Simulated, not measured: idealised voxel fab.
You're looking at the process module voxel transistor to metal.
Pictured: cross-section cut, 285 nm wide, on a grid of 5 nm square cells.
When this document writes out a cross-section, it uses a grid of square cells and lists it as bands, beginning at the top and moving down, with a band standing for one or more rows of cells. For a band, the entry starts with two heights in nm, that of the top and then that of the bottom, and carries on with the band's materials in order from left to right, each alongside its width in nm; the word "everywhere" beside a single material means it fills the band edge to edge, and "empty" means empty space. Where do heights start? At 0: under that level the wafer as delivered is made of one material only. And the lowest band has no floor; it just carries on downward, as in "0 -> down". Width: "30..40" (first number = top row, second number = bottom row, same change from row to row of cells). For the purposes of this document, the phrase "stayed the same" attached to a step denotes that no cell within the cross-section was modified by that step. "Voids, fully enclosed" lists enclosed empty spaces (at least 8 cells, no open path upward to the top), each as width x height at distance from the left edge, in nm. On a step's line, text after the settings is the simulator commenting on that step. overlay nm, on a step with a mask: how far to the right of its planned place the mask lay; to the left if negative.
**Steps in the process plan**
step 1: RECEIVE | material Si
step 2: OXIDIZE | depth nm 5
step 3: CONFORMAL_DEP | material SiN | thk nm 10
step 4: MASKED_ETCH | tone cover | mask id ACTIVE | width nm 110 | pitch nm 140 | etch materials SiN | depth nm 10 | overlay nm 0
step 5: MASKED_ETCH | tone cover | mask id ACTIVE | width nm 110 | pitch nm 140 | etch materials SiO2 | depth nm 5 | overlay nm 0
step 6: MASKED_ETCH | tone cover | mask id ACTIVE | width nm 110 | pitch nm 140 | etch materials Si | depth nm 25 | overlay nm 0
step 7: OXIDIZE | depth nm 5
step 8: FILL_DEP | material SiO2 | thk nm 5
step 9: CMP | height nm 10
step 10: SELECTIVE_ETCH | etch materials SiO2 | depth nm 10
step 11: STRIP | etch materials SiN
step 12: SELECTIVE_ETCH | etch materials SiO2 | depth nm 5
step 13: OXIDIZE | depth nm 5
step 14: DIRECTIONAL_DEP | material polySi | thk nm 30
step 15: DIRECTIONAL_DEP | material SiCN | thk nm 15
step 16: DIRECTIONAL_DEP | material aC | thk nm 15
step 17: PATTERN | tone cover | mask id GATE | material resist | width nm 20 | pitch nm 140 | thk nm 30 | overlay nm 0
step 18: DIRECTIONAL_ETCH | etch materials aC | depth nm 15
step 19: STRIP | etch materials resist
step 20: DIRECTIONAL_ETCH | etch materials SiCN | depth nm 25
step 21: DIRECTIONAL_ETCH | etch materials polySi | depth nm 40
step 22: STRIP | etch materials aC
step 23: CONFORMAL_DEP | material SiO2 | thk nm 5
step 24: DIRECTIONAL_ETCH | etch materials SiO2 | depth nm 5
step 25: CONFORMAL_DEP | material SiN | thk nm 5
step 26: DIRECTIONAL_ETCH | etch materials SiN | depth nm 5
step 27: DIRECTIONAL_ETCH | etch materials SiO2 | depth nm 5
step 28: EPI | material pSi | thk nm 5
step 29: FILL_DEP | material SiO2 | thk nm 10
step 30: CMP | height nm 40
step 31: DIRECTIONAL_DEP | material SiO2 | thk nm 15
step 32: PATTERN | tone open | mask id CONTACT | material resist | width nm 20 | pitch nm 70 | thk nm 20 | overlay nm 0
step 33: DIRECTIONAL_ETCH | etch materials SiO2 | depth nm 60
step 34: STRIP | etch materials resist
step 35: CONFORMAL_DEP | material TiN | thk nm 5
step 36: FILL_DEP | material W | thk nm 5
step 37: CMP | height nm 55
step 38: CONFORMAL_DEP | material SiCN | thk nm 5
step 39: DIRECTIONAL_DEP | material SiO2 | thk nm 20
step 40: PATTERN | tone open | mask id METAL_1 | material resist | width nm 20 | pitch nm 70 | thk nm 15 | overlay nm 0
step 41: DIRECTIONAL_ETCH | etch materials SiO2 | depth nm 20
step 42: DIRECTIONAL_ETCH | etch materials SiCN | depth nm 5
step 43: STRIP | etch materials resist
step 44: CONFORMAL_DEP | material TiN | thk nm 5
step 45: FILL_DEP | material Cu | thk nm 10
step 46: CMP | height nm 80
step 47: CONFORMAL_DEP | material SiN | thk nm 5
The wafers are alike at the start. At step 6, their depth nm differs. The plan lists the first wafer's value.
**Cross-sectional view of the first of several wafers in the as-received condition, corresponding to the state following step 1**
- 0 -> down | Si everywhere
- Voids, fully enclosed: none
**Cross-section, first of several wafers, end of module, after last step 47**
- 85 -> 80 | SiN everywhere
- 80 -> 60 | 25 of SiO2  5 of TiN  10 of Cu  5 of TiN  50 of SiO2  5 of TiN  10 of Cu  5 of TiN  50 of SiO2  5 of TiN  10 of Cu  5 of TiN  50 of SiO2  5 of TiN  10 of Cu  5 of TiN  30 of SiO2
- 60 -> 55 | 25 of SiCN  20 of TiN  50 of SiCN  20 of TiN  50 of SiCN  20 of TiN  50 of SiCN  20 of TiN  30 of SiCN
- 55 -> 40 | 25 of SiO2  5 of TiN  10 of W  5 of TiN  50 of SiO2  5 of TiN  10 of W  5 of TiN  50 of SiO2  5 of TiN  10 of W  5 of TiN  50 of SiO2  5 of TiN  10 of W  5 of TiN  30 of SiO2
- 40 -> 25 | 25 of SiO2  5 of TiN  10 of W  5 of TiN  5 of SiO2  5 of SiN  5 of SiO2  20 of SiCN  5 of SiO2  5 of SiN  5 of SiO2  5 of TiN  10 of W  5 of TiN  50 of SiO2  5 of TiN  10 of W  5 of TiN  5 of SiO2  5 of SiN  5 of SiO2  20 of SiCN  5 of SiO2  5 of SiN  5 of SiO2  5 of TiN  10 of W  5 of TiN  30 of SiO2
- 25 -> 0 | 25 of SiO2  5 of TiN  10 of W  5 of TiN  5 of SiO2  5 of SiN  5 of SiO2  20 of polySi  5 of SiO2  5 of SiN  5 of SiO2  5 of TiN  10 of W  5 of TiN  50 of SiO2  5 of TiN  10 of W  5 of TiN  5 of SiO2  5 of SiN  5 of SiO2  20 of polySi  5 of SiO2  5 of SiN  5 of SiO2  5 of TiN  10 of W  5 of TiN  30 of SiO2
- 0 -> -5 | 25 of SiO2  20 of TiN  5 of SiO2  5 of SiN  5 of SiO2  20 of polySi  5 of SiO2  5 of SiN  5 of SiO2  20 of TiN  50 of SiO2  20 of TiN  5 of SiO2  5 of SiN  5 of SiO2  20 of polySi  5 of SiO2  5 of SiN  5 of SiO2  20 of TiN  30 of SiO2
- -5 -> -10 | 15 of SiO2  35 of pSi  40 of SiO2  35 of pSi  30 of SiO2  35 of pSi  40 of SiO2  35 of pSi  20 of SiO2
- -10 -> -35 | 20 of SiO2  100 of Si  40 of SiO2  100 of Si  25 of SiO2
- -35 -> down | Si everywhere
- Voids, fully enclosed: none
**Last wafer, end of module, cross-section**
- 85 -> 80 | SiN everywhere
- 80 -> 60 | 25 of SiO2  5 of TiN  10 of Cu  5 of TiN  50 of SiO2  5 of TiN  10 of Cu  5 of TiN  50 of SiO2  5 of TiN  10 of Cu  5 of TiN  50 of SiO2  5 of TiN  10 of Cu  5 of TiN  30 of SiO2
- 60 -> 55 | 25 of SiCN  20 of TiN  50 of SiCN  20 of TiN  50 of SiCN  20 of TiN  50 of SiCN  20 of TiN  30 of SiCN
- 55 -> 40 | 25 of SiO2  5 of TiN  10 of W  5 of TiN  50 of SiO2  5 of TiN  10 of W  5 of TiN  50 of SiO2  5 of TiN  10 of W  5 of TiN  50 of SiO2  5 of TiN  10 of W  5 of TiN  30 of SiO2
- 40 -> 25 | 25 of SiO2  5 of TiN  10 of W  5 of TiN  5 of SiO2  5 of SiN  5 of SiO2  20 of SiCN  5 of SiO2  5 of SiN  5 of SiO2  5 of TiN  10 of W  5 of TiN  50 of SiO2  5 of TiN  10 of W  5 of TiN  5 of SiO2  5 of SiN  5 of SiO2  20 of SiCN  5 of SiO2  5 of SiN  5 of SiO2  5 of TiN  10 of W  5 of TiN  30 of SiO2
- 25 -> 0 | 25 of SiO2  5 of TiN  10 of W  5 of TiN  5 of SiO2  5 of SiN  5 of SiO2  20 of polySi  5 of SiO2  5 of SiN  5 of SiO2  5 of TiN  10 of W  5 of TiN  50 of SiO2  5 of TiN  10 of W  5 of TiN  5 of SiO2  5 of SiN  5 of SiO2  20 of polySi  5 of SiO2  5 of SiN  5 of SiO2  5 of TiN  10 of W  5 of TiN  30 of SiO2
- 0 -> -5 | 25 of SiO2  20 of TiN  5 of SiO2  5 of SiN  5 of SiO2  20 of polySi  5 of SiO2  5 of SiN  5 of SiO2  20 of TiN  50 of SiO2  20 of TiN  5 of SiO2  5 of SiN  5 of SiO2  20 of polySi  5 of SiO2  5 of SiN  5 of SiO2  20 of TiN  30 of SiO2
- -5 -> -10 | 15 of SiO2  35 of pSi  40 of SiO2  35 of pSi  30 of SiO2  35 of pSi  40 of SiO2  35 of pSi  20 of SiO2
- -10 -> -60 | 20 of SiO2  100 of Si  40 of SiO2  100 of Si  25 of SiO2
- -60 -> down | Si everywhere
- Voids, fully enclosed: none
**Per-wafer rows below. For each material: cells gained (+) or lost (-) since the wafer was received, as of end of module. Then: closed voids**
depth nm 25; +32 Cu; -199 Si; +65 SiCN; +93 SiN; +662 SiO2; +152 TiN; +88 W; +28 pSi; +48 polySi; Voids, fully enclosed: none
depth nm 30; +32 Cu; -216 Si; +65 SiCN; +93 SiN; +679 SiO2; +152 TiN; +88 W; +28 pSi; +48 polySi; Voids, fully enclosed: none
depth nm 35; +32 Cu; -233 Si; +65 SiCN; +93 SiN; +696 SiO2; +152 TiN; +88 W; +28 pSi; +48 polySi; Voids, fully enclosed: none
depth nm 40; +32 Cu; -250 Si; +65 SiCN; +93 SiN; +713 SiO2; +152 TiN; +88 W; +28 pSi; +48 polySi; Voids, fully enclosed: none
depth nm 45; +32 Cu; -267 Si; +65 SiCN; +93 SiN; +730 SiO2; +152 TiN; +88 W; +28 pSi; +48 polySi; Voids, fully enclosed: none
depth nm 50; +32 Cu; -284 Si; +65 SiCN; +93 SiN; +747 SiO2; +152 TiN; +88 W; +28 pSi; +48 polySi; Voids, fully enclosed: none
